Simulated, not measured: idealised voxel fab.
Title: Process Module voxel self aligned contacts
Pictured: cross-section cut, 250 nm wide, on a grid of 5 nm square cells.
Square cells in a grid make up a cross-section in this document, and the grid is given as bands, listed from the top down, each one or more rows of cells.
This entry defines a band. It first specifies the height of the band's top and the height of its bottom in nm, and then specifies the band's materials from left to right, stating each material with its width in nm. The word "full width" identifies a single material that fills the band from edge to edge, while the word "empty" identifies empty space.
Heights are expressed relative to 0, this being the level below which the as-received wafer comprises one material exclusively. The lowest band is unbounded in the downward direction and is denoted as in "top 0, no bottom".
The expression "30->40" gives the width at the extremes of the band, the first number at its top row of cells and the second at its bottom row, with the width changing by equal amounts from each row to the next in between.
The designation "no alteration", where it is given for a processing step, indicates that no cell of the cross-section was altered in the course of that step.
"Tabulated closed voids" contains a list of empty spaces, each no smaller than 8 cells and without an open way to the top, written in the form width x height at distance with the distance from the left edge and all three in nm.
Heads up: the bit after the settings on a step's line is the simulator's remark on that step.
overlay nm: mask right of planned place by this much (step with mask). Neg. = left.
Process steps (planned):
| 1 | op RECEIVE | material Si |
| 2 | op CONFORMAL_DEP | material SiO2 | thk nm 5 |
| 3 | op DIRECTIONAL_DEP | material polySi | thk nm 20 |
| 4 | op DIRECTIONAL_DEP | material SiN | thk nm 20 |
| 5 | op PATTERN | tone cover | mask id GATE | material resist | width nm 25 | pitch nm 70 | thk nm 20 | overlay nm 0 |
| 6 | op DIRECTIONAL_ETCH | etch materials SiN | depth nm 20 |
| 7 | op DIRECTIONAL_ETCH | etch materials polySi | depth nm 20 |
| 8 | op STRIP | etch materials resist |
| 9 | op CONFORMAL_DEP | material SiN | thk nm 10 |
| 10 | op DIRECTIONAL_ETCH | etch materials SiN | depth nm 10 |
| 11 | op FILL_DEP | material SiO2 | thk nm 15 |
| 12 | op CMP | height nm 55 |
| 13 | op PATTERN | tone open | mask id CONTACT | material resist | width nm 55 | pitch nm 70 | thk nm 15 | overlay nm 0 |
| 14 | op DIRECTIONAL_ETCH | etch materials SiO2 | depth nm 55 |
| 15 | op STRIP | etch materials resist |
| 16 | op CONFORMAL_DEP | material TiN | thk nm 5 |
| 17 | op FILL_DEP | material W | thk nm 5 |
| 18 | op CMP | height nm 55 |
| 19 | op CONFORMAL_DEP | material SiN | thk nm 5 |
Of two wafers, the first: run according to plan:
The cross-section here shows the wafer as received, i.e. in its state after step 1:
top 0, no bottom: Si full width
Tabulated closed voids: none
Cross-section of the wafer subsequent to step 2:
top 5, bottom 0: SiO2 full width
Beneath the level 0, the cross-section is identical to its previous state.
Cross-section of the wafer subsequent to step 3:
top 25, bottom 5: polySi full width
Beneath the level 5, the cross-section is identical to its previous state.
Cross-section of the wafer subsequent to step 4:
top 45, bottom 25: SiN full width
Beneath the level 25, the cross-section is identical to its previous state.
Cross-section of the wafer subsequent to step 5:
top 65, bottom 45: 40 nm empty; 25 nm resist; 45 nm empty; 25 nm resist; 45 nm empty; 25 nm resist; 45 nm empty
Beneath the level 45, the cross-section is identical to its previous state.
Cross-section of the wafer subsequent to step 6:
top 65, bottom 45: 40 nm empty; 25 nm resist; 45 nm empty; 25 nm resist; 45 nm empty; 25 nm resist; 45 nm empty
top 45, bottom 25: 40 nm empty; 25 nm SiN; 45 nm empty; 25 nm SiN; 45 nm empty; 25 nm SiN; 45 nm empty
Beneath the level 25, the cross-section is identical to its previous state.
Cross-section of the wafer subsequent to step 7:
top 65, bottom 45: 40 nm empty; 25 nm resist; 45 nm empty; 25 nm resist; 45 nm empty; 25 nm resist; 45 nm empty
top 45, bottom 25: 40 nm empty; 25 nm SiN; 45 nm empty; 25 nm SiN; 45 nm empty; 25 nm SiN; 45 nm empty
top 25, bottom 5: 40 nm empty; 25 nm polySi; 45 nm empty; 25 nm polySi; 45 nm empty; 25 nm polySi; 45 nm empty
Beneath the level 5, the cross-section is identical to its previous state.
Cross-section of the wafer subsequent to step 8:
top 45, bottom 25: 40 nm empty; 25 nm SiN; 45 nm empty; 25 nm SiN; 45 nm empty; 25 nm SiN; 45 nm empty
Beneath the level 25, the cross-section is identical to its previous state.
Cross-section of the wafer subsequent to step 9:
top 55, bottom 25: 30 nm empty; 45 nm SiN; 25 nm empty; 45 nm SiN; 25 nm empty; 45 nm SiN; 35 nm empty
top 25, bottom 15: 30 nm empty; 10 nm SiN; 25 nm polySi; 10 nm SiN; 25 nm empty; 10 nm SiN; 25 nm polySi; 10 nm SiN; 25 nm empty; 10 nm SiN; 25 nm polySi; 10 nm SiN; 35 nm empty
top 15, bottom 5: 40 nm SiN; 25 nm polySi; 45 nm SiN; 25 nm polySi; 45 nm SiN; 25 nm polySi; 45 nm SiN
Beneath the level 5, the cross-section is identical to its previous state.
Cross-section of the wafer subsequent to step 10:
top 45, bottom 25: 30 nm empty; 45 nm SiN; 25 nm empty; 45 nm SiN; 25 nm empty; 45 nm SiN; 35 nm empty
top 25, bottom 5: 30 nm empty; 10 nm SiN; 25 nm polySi; 10 nm SiN; 25 nm empty; 10 nm SiN; 25 nm polySi; 10 nm SiN; 25 nm empty; 10 nm SiN; 25 nm polySi; 10 nm SiN; 35 nm empty
Beneath the level 5, the cross-section is identical to its previous state.
Cross-section of the wafer subsequent to step 11:
top 60, bottom 45: SiO2 full width
top 45, bottom 25: 30 nm SiO2; 45 nm SiN; 25 nm SiO2; 45 nm SiN; 25 nm SiO2; 45 nm SiN; 35 nm SiO2
top 25, bottom 5: 30 nm SiO2; 10 nm SiN; 25 nm polySi; 10 nm SiN; 25 nm SiO2; 10 nm SiN; 25 nm polySi; 10 nm SiN; 25 nm SiO2; 10 nm SiN; 25 nm polySi; 10 nm SiN; 35 nm SiO2
Beneath the level 5, the cross-section is identical to its previous state.
Cross-section of the wafer subsequent to step 12:
top 55, bottom 45: SiO2 full width
Beneath the level 45, the cross-section is identical to its previous state.
Cross-section of the wafer subsequent to step 13:
top 70, bottom 55: 60 nm resist; 55 nm empty; 15 nm resist; 55 nm empty; 65 nm resist
Beneath the level 55, the cross-section is identical to its previous state.
Cross-section of the wafer subsequent to step 14:
top 70, bottom 55: 60 nm resist; 55 nm empty; 15 nm resist; 55 nm empty; 65 nm resist
top 55, bottom 45: 60 nm SiO2; 55 nm empty; 15 nm SiO2; 55 nm empty; 65 nm SiO2
top 45, bottom 25: 30 nm SiO2; 45 nm SiN; 25 nm empty; 45 nm SiN; 25 nm empty; 45 nm SiN; 35 nm SiO2
top 25, bottom 5: 30 nm SiO2; 10 nm SiN; 25 nm polySi; 10 nm SiN; 25 nm empty; 10 nm SiN; 25 nm polySi; 10 nm SiN; 25 nm empty; 10 nm SiN; 25 nm polySi; 10 nm SiN; 35 nm SiO2
top 5, bottom 0: 75 nm SiO2; 25 nm empty; 45 nm SiO2; 25 nm empty; 80 nm SiO2
Beneath the level 0, the cross-section is identical to its previous state.
Cross-section of the wafer subsequent to step 15:
top 55, bottom 45: 60 nm SiO2; 55 nm empty; 15 nm SiO2; 55 nm empty; 65 nm SiO2
Beneath the level 45, the cross-section is identical to its previous state.
Cross-section of the wafer subsequent to step 16:
top 60, bottom 55: 65 nm TiN; 45 nm empty; 25 nm TiN; 45 nm empty; 70 nm TiN
top 55, bottom 45: 60 nm SiO2; 5->20 nm TiN; 45->15 nm empty; 5->20 nm TiN; 15 nm SiO2; 5->20 nm TiN; 45->15 nm empty; 5->20 nm TiN; 65 nm SiO2
top 45, bottom 25: 30 nm SiO2; 45 nm SiN; 5 nm TiN; 15 nm empty; 5 nm TiN; 45 nm SiN; 5 nm TiN; 15 nm empty; 5 nm TiN; 45 nm SiN; 35 nm SiO2
top 25, bottom 5: 30 nm SiO2; 10 nm SiN; 25 nm polySi; 10 nm SiN; 5 nm TiN; 15 nm empty; 5 nm TiN; 10 nm SiN; 25 nm polySi; 10 nm SiN; 5 nm TiN; 15 nm empty; 5 nm TiN; 10 nm SiN; 25 nm polySi; 10 nm SiN; 35 nm SiO2
top 5, bottom 0: 75 nm SiO2; 25 nm TiN; 45 nm SiO2; 25 nm TiN; 80 nm SiO2
Beneath the level 0, the cross-section is identical to its previous state.
Cross-section of the wafer subsequent to step 17:
top 65, bottom 60: W full width
top 60, bottom 55: 65 nm TiN; 45 nm W; 25 nm TiN; 45 nm W; 70 nm TiN
top 55, bottom 45: 60 nm SiO2; 5->20 nm TiN; 45->15 nm W; 5->20 nm TiN; 15 nm SiO2; 5->20 nm TiN; 45->15 nm W; 5->20 nm TiN; 65 nm SiO2
top 45, bottom 25: 30 nm SiO2; 45 nm SiN; 5 nm TiN; 15 nm W; 5 nm TiN; 45 nm SiN; 5 nm TiN; 15 nm W; 5 nm TiN; 45 nm SiN; 35 nm SiO2
top 25, bottom 5: 30 nm SiO2; 10 nm SiN; 25 nm polySi; 10 nm SiN; 5 nm TiN; 15 nm W; 5 nm TiN; 10 nm SiN; 25 nm polySi; 10 nm SiN; 5 nm TiN; 15 nm W; 5 nm TiN; 10 nm SiN; 25 nm polySi; 10 nm SiN; 35 nm SiO2
Beneath the level 5, the cross-section is identical to its previous state.
Cross-section of the wafer subsequent to step 18:
top 55, bottom 45: 60 nm SiO2; 5->20 nm TiN; 45->15 nm W; 5->20 nm TiN; 15 nm SiO2; 5->20 nm TiN; 45->15 nm W; 5->20 nm TiN; 65 nm SiO2
Beneath the level 45, the cross-section is identical to its previous state.
Cross-section of the wafer subsequent to step 19:
top 60, bottom 55: SiN full width
Beneath the level 55, the cross-section is identical to its previous state.
Wafer two of two - same starting point, same process plan, one mistake in execution; matches wafer one up to and including step 8:
Cross-section of the second wafer at the time step 9 of the plan should have ended:
top 50, bottom 25: 35 nm empty; 35 nm SiN; 35 nm empty; 35 nm SiN; 35 nm empty; 35 nm SiN; 40 nm empty
top 25, bottom 10: 35 nm empty; 5 nm SiN; 25 nm polySi; 5 nm SiN; 35 nm empty; 5 nm SiN; 25 nm polySi; 5 nm SiN; 35 nm empty; 5 nm SiN; 25 nm polySi; 5 nm SiN; 40 nm empty
top 10, bottom 5: 40 nm SiN; 25 nm polySi; 45 nm SiN; 25 nm polySi; 45 nm SiN; 25 nm polySi; 45 nm SiN
Beneath the level 5, the cross-section is identical to its previous state.
Cross-section of the second wafer at the time step 10 of the plan should have ended:
top 40, bottom 25: 35 nm empty; 35 nm SiN; 35 nm empty; 35 nm SiN; 35 nm empty; 35 nm SiN; 40 nm empty
top 25, bottom 5: 35 nm empty; 5 nm SiN; 25 nm polySi; 5 nm SiN; 35 nm empty; 5 nm SiN; 25 nm polySi; 5 nm SiN; 35 nm empty; 5 nm SiN; 25 nm polySi; 5 nm SiN; 40 nm empty
Beneath the level 5, the cross-section is identical to its previous state.
Cross-section of the second wafer at the time step 11 of the plan should have ended:
top 55, bottom 40: SiO2 full width
top 40, bottom 25: 35 nm SiO2; 35 nm SiN; 35 nm SiO2; 35 nm SiN; 35 nm SiO2; 35 nm SiN; 40 nm SiO2
top 25, bottom 5: 35 nm SiO2; 5 nm SiN; 25 nm polySi; 5 nm SiN; 35 nm SiO2; 5 nm SiN; 25 nm polySi; 5 nm SiN; 35 nm SiO2; 5 nm SiN; 25 nm polySi; 5 nm SiN; 40 nm SiO2
Beneath the level 5, the cross-section is identical to its previous state.
Cross-section of the second wafer at the time step 12 of the plan should have ended: no alteration
Cross-section of the second wafer at the time step 13 of the plan should have ended:
top 70, bottom 55: 60 nm resist; 55 nm empty; 15 nm resist; 55 nm empty; 65 nm resist
Beneath the level 55, the cross-section is identical to its previous state.
Cross-section of the second wafer at the time step 14 of the plan should have ended:
top 70, bottom 55: 60 nm resist; 55 nm empty; 15 nm resist; 55 nm empty; 65 nm resist
top 55, bottom 40: 60 nm SiO2; 55 nm empty; 15 nm SiO2; 55 nm empty; 65 nm SiO2
top 40, bottom 25: 35 nm SiO2; 35 nm SiN; 35 nm empty; 35 nm SiN; 35 nm empty; 35 nm SiN; 40 nm SiO2
top 25, bottom 5: 35 nm SiO2; 5 nm SiN; 25 nm polySi; 5 nm SiN; 35 nm empty; 5 nm SiN; 25 nm polySi; 5 nm SiN; 35 nm empty; 5 nm SiN; 25 nm polySi; 5 nm SiN; 40 nm SiO2
top 5, bottom 0: 70 nm SiO2; 35 nm empty; 35 nm SiO2; 35 nm empty; 75 nm SiO2
Beneath the level 0, the cross-section is identical to its previous state.
Cross-section of the second wafer at the time step 15 of the plan should have ended:
top 55, bottom 40: 60 nm SiO2; 55 nm empty; 15 nm SiO2; 55 nm empty; 65 nm SiO2
Beneath the level 40, the cross-section is identical to its previous state.
Cross-section of the second wafer at the time step 16 of the plan should have ended:
top 60, bottom 55: 65 nm TiN; 45 nm empty; 25 nm TiN; 45 nm empty; 70 nm TiN
top 55, bottom 45: 60 nm SiO2; 5 nm TiN; 45 nm empty; 5 nm TiN; 15 nm SiO2; 5 nm TiN; 45 nm empty; 5 nm TiN; 65 nm SiO2
top 45, bottom 40: 60 nm SiO2; 15 nm TiN; 25 nm empty; 15 nm TiN; 15 nm SiO2; 15 nm TiN; 25 nm empty; 15 nm TiN; 65 nm SiO2
top 40, bottom 25: 35 nm SiO2; 35 nm SiN; 5 nm TiN; 25 nm empty; 5 nm TiN; 35 nm SiN; 5 nm TiN; 25 nm empty; 5 nm TiN; 35 nm SiN; 40 nm SiO2
top 25, bottom 5: 35 nm SiO2; 5 nm SiN; 25 nm polySi; 5 nm SiN; 5 nm TiN; 25 nm empty; 5 nm TiN; 5 nm SiN; 25 nm polySi; 5 nm SiN; 5 nm TiN; 25 nm empty; 5 nm TiN; 5 nm SiN; 25 nm polySi; 5 nm SiN; 40 nm SiO2
top 5, bottom 0: 70 nm SiO2; 35 nm TiN; 35 nm SiO2; 35 nm TiN; 75 nm SiO2
Beneath the level 0, the cross-section is identical to its previous state.
Cross-section of the second wafer at the time step 17 of the plan should have ended:
top 65, bottom 60: W full width
top 60, bottom 55: 65 nm TiN; 45 nm W; 25 nm TiN; 45 nm W; 70 nm TiN
top 55, bottom 45: 60 nm SiO2; 5 nm TiN; 45 nm W; 5 nm TiN; 15 nm SiO2; 5 nm TiN; 45 nm W; 5 nm TiN; 65 nm SiO2
top 45, bottom 40: 60 nm SiO2; 15 nm TiN; 25 nm W; 15 nm TiN; 15 nm SiO2; 15 nm TiN; 25 nm W; 15 nm TiN; 65 nm SiO2
top 40, bottom 25: 35 nm SiO2; 35 nm SiN; 5 nm TiN; 25 nm W; 5 nm TiN; 35 nm SiN; 5 nm TiN; 25 nm W; 5 nm TiN; 35 nm SiN; 40 nm SiO2
top 25, bottom 5: 35 nm SiO2; 5 nm SiN; 25 nm polySi; 5 nm SiN; 5 nm TiN; 25 nm W; 5 nm TiN; 5 nm SiN; 25 nm polySi; 5 nm SiN; 5 nm TiN; 25 nm W; 5 nm TiN; 5 nm SiN; 25 nm polySi; 5 nm SiN; 40 nm SiO2
Beneath the level 5, the cross-section is identical to its previous state.
Cross-section of the second wafer at the time step 18 of the plan should have ended:
top 55, bottom 45: 60 nm SiO2; 5 nm TiN; 45 nm W; 5 nm TiN; 15 nm SiO2; 5 nm TiN; 45 nm W; 5 nm TiN; 65 nm SiO2
Beneath the level 45, the cross-section is identical to its previous state.
Cross-section of the second wafer at the time step 19 of the plan should have ended:
top 60, bottom 55: SiN full width
Beneath the level 55, the cross-section is identical to its previous state.
What went wrong in running the wafer? step 9 was run on a setting that differed from the plan, and what really ran there is op CONFORMAL_DEP | material SiN | thk nm 5
at the end the second wafer has, in cells: SiN -69 | SiO2 +25 | W +44
